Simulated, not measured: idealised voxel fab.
process module | voxel tone inversion
For reference, the cross-section in this document is cut, with width 255 nm and square cells of 5 nm.
Think of the cross-section as a grid of square cells. We describe it in bands, top to bottom, and each band covers one or more rows of those cells. Quick guide to a band line: top height, bottom height (nm) up front; then every material left to right with its width in nm. Only one material and it's marked "edge to edge"? Then it fills the band edge to edge. And "blank" just means empty space. Heights are reckoned from 0. Under this level, the received wafer is all of one material. The bottommost band is open-ended downward, for example "0 down". A width such as "30 to 40" changes by the same amount from each row of cells to the next, from the band's top row to its bottom row. It should be understood that the words "no change occurred", when stated for a given step, signify that the cross-section underwent no change in any of its cells during that step. Look at "Sealed-off cavities" for the closed voids: empty spaces with no open path to the top, sized 8 cells or up. Each is width x height at distance, distance from the left edge, all nm. Read whatever lies past the settings on a step's line as the simulator's own remark about the step. A step line may carry the setting "overlay nm", which, for steps involving a mask, states the distance by which the mask lay to the right of its intended position; negative values denote displacement to the left.

List of planned process steps:
1 RECEIVE [material Si]
2 CONFORMAL_DEP [material SiN] [thk nm 5]
3 DIRECTIONAL_DEP [material aC] [thk nm 20]
4 PATTERN [tone cover] [mask id POSTS] [material resist] [width nm 25] [pitch nm 55] [thk nm 25] [overlay nm 0]
5 DIRECTIONAL_ETCH [etch materials aC] [depth nm 20]
6 STRIP [etch materials resist]
7 FILL_DEP [material SiO2] [thk nm 10]
8 CMP [height nm 25]
9 STRIP [etch materials aC]
10 CONFORMAL_DEP [material TiN] [thk nm 5]
11 FILL_DEP [material Cu] [thk nm 10]
12 CMP [height nm 25]
13 CONFORMAL_DEP [material SiN] [thk nm 5]

As received (post step 1): cross-section:
> 0 down | Si edge to edge
> Sealed-off cavities: none

The module was run from the start shown above using the plan shown above, but one mistake was made doing it; the resulting wafer cross-section is below:
> 30 to 20 | SiN edge to edge
> 20 to 0 | aC edge to edge
> 0 down | Si edge to edge
> Sealed-off cavities: none
Deviation noted in wafer processing: swap of plan steps 2 and 3 during execution
